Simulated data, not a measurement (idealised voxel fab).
Process module, titled voxel self aligned vias
Section cut is 220 nm wide and gridded with 5 nm square cells.
In this document a cross-section is written as a grid of square cells. It is given as a series of bands, listed from the top down, and a band is one or more rows of cells. First you get the band's top height and its bottom height, in nm, and then the materials it's made of, left to right, with each width in nm. If you see a single material with "all across", that one covers the band edge to edge. "blank" is empty space. Heads up on the height convention: 0 is the point under which the incoming wafer is all one material, and the lowest band has no bottom, it just keeps going down, like "top 0, no bottom". The width entry "30->40" should be interpreted row by row: the top row of cells in the band takes the first number, the bottom row takes the second number, and the change between adjacent rows is uniform throughout. Step note "no modifications" = no cross-section cell changed. Look at "Sealed void listing" for the closed voids: empty spaces with no open path to the top, sized 8 cells or up. Each is width x height at distance, distance from the left edge, all nm. Step line, after settings: the simulator's comment on this step. overlay nm: for a step with a mask, the amount by which the mask lay right of where it was planned; a negative amount means left of it. Each of the pairs that make up the rest of this document says: here is the cross-section before one process step, here is the cross-section after it, drawn only down to the lowest band that changed, and here, under the pair, is the step lying between them with its settings. Different pairs may come from different runs of this module on the same starting wafer, so a pair continues from the pair above it only where its entry headed "Snapshot before" says so.

Snapshot before
* top 70, bottom 55 = resist 45 nm, blank 30 nm, resist 20 nm, blank 30 nm, resist 20 nm, blank 30 nm, resist 45 nm
* top 55, bottom 40 = lowk 45 nm, blank 30 nm, lowk 20 nm, blank 30 nm, lowk 20 nm, blank 30 nm, lowk 45 nm
* top 40, bottom 30 = lowk 50 nm, SiCN 5 nm, SiN 10 nm, SiCN 5 nm, lowk 30 nm, SiCN 5 nm, SiN 10 nm, SiCN 5 nm, lowk 30 nm, SiCN 5 nm, SiN 10 nm, SiCN 5 nm, lowk 50 nm
* top 30, bottom 25 = lowk 50 nm, SiCN 5 nm, W 10 nm, SiCN 5 nm, lowk 30 nm, SiCN 5 nm, W 10 nm, SiCN 5 nm, lowk 30 nm, SiCN 5 nm, W 10 nm, SiCN 5 nm, lowk 50 nm
* top 25, bottom 20 = lowk 50 nm, SiCN 20 nm, lowk 30 nm, SiCN 20 nm, lowk 30 nm, SiCN 20 nm, lowk 50 nm
* top 20, bottom 15 = SiCN all across
* top 15, bottom 0 = SiO2 all across
* top 0, no bottom = Si all across
* Sealed void listing: none

Post-Step Cross-Section
* top 70, bottom 55 = resist 45 nm, blank 30 nm, resist 20 nm, blank 30 nm, resist 20 nm, blank 30 nm, resist 45 nm
* top 55, bottom 40 = lowk 45 nm, blank 30 nm, lowk 20 nm, blank 30 nm, lowk 20 nm, blank 30 nm, lowk 45 nm
* top 40, bottom 30 = lowk 50 nm, SiCN 5 nm, blank 10 nm, SiCN 5 nm, lowk 30 nm, SiCN 5 nm, blank 10 nm, SiCN 5 nm, lowk 30 nm, SiCN 5 nm, blank 10 nm, SiCN 5 nm, lowk 50 nm
* Note: structure below 30 unchanged.
* Sealed void listing: none
The transition between the preceding cross-sections is accomplished by DIRECTIONAL_ETCH | etch materials SiN | depth nm 10

Snapshot before: equal to the after panel directly above.

Post-Step Cross-Section
* top 55, bottom 40 = lowk 45 nm, blank 30 nm, lowk 20 nm, blank 30 nm, lowk 20 nm, blank 30 nm, lowk 45 nm
* Note: structure below 40 unchanged.
* Sealed void listing: none
The transition between the preceding cross-sections is accomplished by STRIP | etch materials resist

Snapshot before: equal to the after panel directly above.

Post-Step Cross-Section
* top 60, bottom 55 = TiN 50 nm, blank 20 nm, TiN 30 nm, blank 20 nm, TiN 30 nm, blank 20 nm, TiN 50 nm
* top 55, bottom 45 = lowk 45 nm, TiN 5 nm, blank 20 nm, TiN 5 nm, lowk 20 nm, TiN 5 nm, blank 20 nm, TiN 5 nm, lowk 20 nm, TiN 5 nm, blank 20 nm, TiN 5 nm, lowk 45 nm
* top 45, bottom 40 = lowk 45 nm, TiN 30 nm, lowk 20 nm, TiN 30 nm, lowk 20 nm, TiN 30 nm, lowk 45 nm
* top 40, bottom 30 = lowk 50 nm, SiCN 5 nm, TiN 10 nm, SiCN 5 nm, lowk 30 nm, SiCN 5 nm, TiN 10 nm, SiCN 5 nm, lowk 30 nm, SiCN 5 nm, TiN 10 nm, SiCN 5 nm, lowk 50 nm
* Note: structure below 30 unchanged.
* Sealed void listing: none
The transition between the preceding cross-sections is accomplished by CONFORMAL_DEP | material TiN | thk nm 5

Snapshot before: equal to the after panel directly above.

Post-Step Cross-Section
* top 70, bottom 60 = W all across
* top 60, bottom 55 = TiN 50 nm, W 20 nm, TiN 30 nm, W 20 nm, TiN 30 nm, W 20 nm, TiN 50 nm
* top 55, bottom 45 = lowk 45 nm, TiN 5 nm, W 20 nm, TiN 5 nm, lowk 20 nm, TiN 5 nm, W 20 nm, TiN 5 nm, lowk 20 nm, TiN 5 nm, W 20 nm, TiN 5 nm, lowk 45 nm
* Note: structure below 45 unchanged.
* Sealed void listing: none
The transition between the preceding cross-sections is accomplished by FILL_DEP | material W | thk nm 10

Snapshot before: equal to the after panel directly above.

Post-Step Cross-Section
* top 55, bottom 45 = lowk 45 nm, TiN 5 nm, W 20 nm, TiN 5 nm, lowk 20 nm, TiN 5 nm, W 20 nm, TiN 5 nm, lowk 20 nm, TiN 5 nm, W 20 nm, TiN 5 nm, lowk 45 nm
* Note: structure below 45 unchanged.
* Sealed void listing: none
The transition between the preceding cross-sections is accomplished by CMP | height nm 55

Snapshot before: equal to the after panel directly above.

Post-Step Cross-Section
* top 60, bottom 55 = SiCN all across
* Note: structure below 55 unchanged.
* Sealed void listing: none
The transition between the preceding cross-sections is accomplished by CONFORMAL_DEP | material SiCN | thk nm 5

Snapshot before
* top 50, bottom 40 = aC all across
* top 40, bottom 20 = lowk all across
* top 20, bottom 15 = SiCN all across
* top 15, bottom 0 = SiO2 all across
* top 0, no bottom = Si all across
* Sealed void listing: none

Post-Step Cross-Section
* top 75, bottom 50 = blank 50 nm, resist 20 nm, blank 30 nm, resist 20 nm, blank 30 nm, resist 20 nm, blank 50 nm
* Note: structure below 50 unchanged.
* Sealed void listing: none
The transition between the preceding cross-sections is accomplished by PATTERN | tone cover | mask id LINES | material resist | width nm 20 | pitch nm 50 | thk nm 25 | overlay nm 0

Snapshot before: equal to the after panel directly above.

Post-Step Cross-Section
* top 65, bottom 50 = blank 50 nm, resist 20 nm, blank 30 nm, resist 20 nm, blank 30 nm, resist 20 nm, blank 50 nm
* top 50, bottom 40 = blank 50 nm, aC 20 nm, blank 30 nm, aC 20 nm, blank 30 nm, aC 20 nm, blank 50 nm
* Note: structure below 40 unchanged.
* Sealed void listing: none
The transition between the preceding cross-sections is accomplished by DIRECTIONAL_ETCH | etch materials aC | depth nm 10

Snapshot before: equal to the after panel directly above.

Post-Step Cross-Section
* top 50, bottom 40 = blank 50 nm, aC 20 nm, blank 30 nm, aC 20 nm, blank 30 nm, aC 20 nm, blank 50 nm
* Note: structure below 40 unchanged.
* Sealed void listing: none
The transition between the preceding cross-sections is accomplished by STRIP | etch materials resist

Snapshot before: equal to the after panel directly above.

Post-Step Cross-Section
* top 50, bottom 40 = blank 50 nm, aC 20 nm, blank 30 nm, aC 20 nm, blank 30 nm, aC 20 nm, blank 50 nm
* top 40, bottom 20 = blank 50 nm, lowk 20 nm, blank 30 nm, lowk 20 nm, blank 30 nm, lowk 20 nm, blank 50 nm
* Note: structure below 20 unchanged.
* Sealed void listing: none
The transition between the preceding cross-sections is accomplished by DIRECTIONAL_ETCH | etch materials lowk | depth nm 20

Snapshot before: equal to the after panel directly above.

Post-Step Cross-Section
* top 40, bottom 20 = blank 50 nm, lowk 20 nm, blank 30 nm, lowk 20 nm, blank 30 nm, lowk 20 nm, blank 50 nm
* Note: structure below 20 unchanged.
* Sealed void listing: none
The transition between the preceding cross-sections is accomplished by STRIP | etch materials aC

Snapshot before: equal to the after panel directly above.

Post-Step Cross-Section
* top 45, bottom 40 = blank 45 nm, TiN 30 nm, blank 20 nm, TiN 30 nm, blank 20 nm, TiN 30 nm, blank 45 nm
* top 40, bottom 25 = blank 45 nm, TiN 5 nm, lowk 20 nm, TiN 5 nm, blank 20 nm, TiN 5 nm, lowk 20 nm, TiN 5 nm, blank 20 nm, TiN 5 nm, lowk 20 nm, TiN 5 nm, blank 45 nm
* top 25, bottom 20 = TiN 50 nm, lowk 20 nm, TiN 30 nm, lowk 20 nm, TiN 30 nm, lowk 20 nm, TiN 50 nm
* Note: structure below 20 unchanged.
* Sealed void listing: none
The transition between the preceding cross-sections is accomplished by CONFORMAL_DEP | material TiN | thk nm 5

Snapshot before: equal to the after panel directly above.

Post-Step Cross-Section
* top 55, bottom 45 = W all across
* top 45, bottom 40 = W 45 nm, TiN 30 nm, W 20 nm, TiN 30 nm, W 20 nm, TiN 30 nm, W 45 nm
* top 40, bottom 25 = W 45 nm, TiN 5 nm, lowk 20 nm, TiN 5 nm, W 20 nm, TiN 5 nm, lowk 20 nm, TiN 5 nm, W 20 nm, TiN 5 nm, lowk 20 nm, TiN 5 nm, W 45 nm
* Note: structure below 25 unchanged.
* Sealed void listing: none
The transition between the preceding cross-sections is accomplished by FILL_DEP | material W | thk nm 10

Snapshot before: equal to the after panel directly above.

Post-Step Cross-Section
* top 40, bottom 25 = W 45 nm, TiN 5 nm, lowk 20 nm, TiN 5 nm, W 20 nm, TiN 5 nm, lowk 20 nm, TiN 5 nm, W 20 nm, TiN 5 nm, lowk 20 nm, TiN 5 nm, W 45 nm
* Note: structure below 25 unchanged.
* Sealed void listing: none
The transition between the preceding cross-sections is accomplished by CMP | height nm 40

Snapshot before: equal to the after panel directly above.

Post-Step Cross-Section
* top 40, bottom 30 = blank 50 nm, lowk 20 nm, blank 30 nm, lowk 20 nm, blank 30 nm, lowk 20 nm, blank 50 nm
* Note: structure below 30 unchanged.
* Sealed void listing: none
The transition between the preceding cross-sections is accomplished by SELECTIVE_ETCH | etch materials W Ru TiN | depth nm 10

Snapshot before: equal to the after panel directly above.

Post-Step Cross-Section
* top 45, bottom 40 = SiN all across
* top 40, bottom 30 = SiN 50 nm, lowk 20 nm, SiN 30 nm, lowk 20 nm, SiN 30 nm, lowk 20 nm, SiN 50 nm
* Note: structure below 30 unchanged.
* Sealed void listing: none
The transition between the preceding cross-sections is accomplished by FILL_DEP | material SiN | thk nm 5

Snapshot before: equal to the after panel directly above.

Post-Step Cross-Section
* top 40, bottom 30 = SiN 50 nm, lowk 20 nm, SiN 30 nm, lowk 20 nm, SiN 30 nm, lowk 20 nm, SiN 50 nm
* Note: structure below 30 unchanged.
* Sealed void listing: none
The transition between the preceding cross-sections is accomplished by CMP | height nm 40

Snapshot before: equal to the after panel directly above.

Post-Step Cross-Section
* top 55, bottom 40 = lowk all across
* Note: structure below 40 unchanged.
* Sealed void listing: none
The transition between the preceding cross-sections is accomplished by DIRECTIONAL_DEP | material lowk | thk nm 15

Snapshot before: equal to the after panel directly above.

Post-Step Cross-Section
* top 70, bottom 55 = resist 45 nm, blank 30 nm, resist 20 nm, blank 30 nm, resist 20 nm, blank 30 nm, resist 45 nm
* Note: structure below 55 unchanged.
* Sealed void listing: none
The transition between the preceding cross-sections is accomplished by PATTERN | tone open | mask id VIAS | material resist | width nm 30 | pitch nm 50 | thk nm 15 | overlay nm 0

Snapshot before: equal to the after panel directly above.

Post-Step Cross-Section
* top 70, bottom 55 = resist 45 nm, blank 30 nm, resist 20 nm, blank 30 nm, resist 20 nm, blank 30 nm, resist 45 nm
* top 55, bottom 40 = lowk 45 nm, blank 30 nm, lowk 20 nm, blank 30 nm, lowk 20 nm, blank 30 nm, lowk 45 nm
* Note: structure below 40 unchanged.
* Sealed void listing: none
The transition between the preceding cross-sections is accomplished by DIRECTIONAL_ETCH | etch materials lowk | depth nm 15

Snapshot before: equal to the after panel directly above.

Post-Step Cross-Section
* top 70, bottom 55 = resist 45 nm, blank 30 nm, resist 20 nm, blank 30 nm, resist 20 nm, blank 30 nm, resist 45 nm
* top 55, bottom 40 = lowk 45 nm, blank 30 nm, lowk 20 nm, blank 30 nm, lowk 20 nm, blank 30 nm, lowk 45 nm
* top 40, bottom 30 = SiN 45 nm, blank 5 nm, lowk 20 nm, blank 5 nm, SiN 20 nm, blank 5 nm, lowk 20 nm, blank 5 nm, SiN 20 nm, blank 5 nm, lowk 20 nm, blank 5 nm, SiN 45 nm
* Note: structure below 30 unchanged.
* Sealed void listing: none
The transition between the preceding cross-sections is accomplished by DIRECTIONAL_ETCH | etch materials SiN | depth nm 10

Snapshot before: equal to the after panel directly above.

Post-Step Cross-Section
* top 55, bottom 40 = lowk 45 nm, blank 30 nm, lowk 20 nm, blank 30 nm, lowk 20 nm, blank 30 nm, lowk 45 nm
* Note: structure below 40 unchanged.
* Sealed void listing: none
The transition between the preceding cross-sections is accomplished by STRIP | etch materials resist

Snapshot before: equal to the after panel directly above.

Post-Step Cross-Section
* top 60, bottom 55 = TiN 50 nm, blank 20 nm, TiN 30 nm, blank 20 nm, TiN 30 nm, blank 20 nm, TiN 50 nm
* top 55, bottom 45 = lowk 45 nm, TiN 5 nm, blank 20 nm, TiN 5 nm, lowk 20 nm, TiN 5 nm, blank 20 nm, TiN 5 nm, lowk 20 nm, TiN 5 nm, blank 20 nm, TiN 5 nm, lowk 45 nm
* top 45, bottom 40 = lowk 45 nm, TiN 30 nm, lowk 20 nm, TiN 30 nm, lowk 20 nm, TiN 30 nm, lowk 45 nm
* top 40, bottom 30 = SiN 45 nm, TiN 5 nm, lowk 20 nm, TiN 5 nm, SiN 20 nm, TiN 5 nm, lowk 20 nm, TiN 5 nm, SiN 20 nm, TiN 5 nm, lowk 20 nm, TiN 5 nm, SiN 45 nm
* Note: structure below 30 unchanged.
* Sealed void listing: none
The transition between the preceding cross-sections is accomplished by CONFORMAL_DEP | material TiN | thk nm 5

Snapshot before: equal to the after panel directly above.

Post-Step Cross-Section
* top 70, bottom 60 = W all across
* top 60, bottom 55 = TiN 50 nm, W 20 nm, TiN 30 nm, W 20 nm, TiN 30 nm, W 20 nm, TiN 50 nm
* top 55, bottom 45 = lowk 45 nm, TiN 5 nm, W 20 nm, TiN 5 nm, lowk 20 nm, TiN 5 nm, W 20 nm, TiN 5 nm, lowk 20 nm, TiN 5 nm, W 20 nm, TiN 5 nm, lowk 45 nm
* Note: structure below 45 unchanged.
* Sealed void listing: none
The transition between the preceding cross-sections is accomplished by FILL_DEP | material W | thk nm 10

Snapshot before: equal to the after panel directly above.

Post-Step Cross-Section
* top 55, bottom 45 = lowk 45 nm, TiN 5 nm, W 20 nm, TiN 5 nm, lowk 20 nm, TiN 5 nm, W 20 nm, TiN 5 nm, lowk 20 nm, TiN 5 nm, W 20 nm, TiN 5 nm, lowk 45 nm
* Note: structure below 45 unchanged.
* Sealed void listing: none
The transition between the preceding cross-sections is accomplished by CMP | height nm 55

Snapshot before: equal to the after panel directly above.

Post-Step Cross-Section
* top 60, bottom 55 = SiCN all across
* Note: structure below 55 unchanged.
* Sealed void listing: none
The transition between the preceding cross-sections is accomplished by CONFORMAL_DEP | material SiCN | thk nm 5
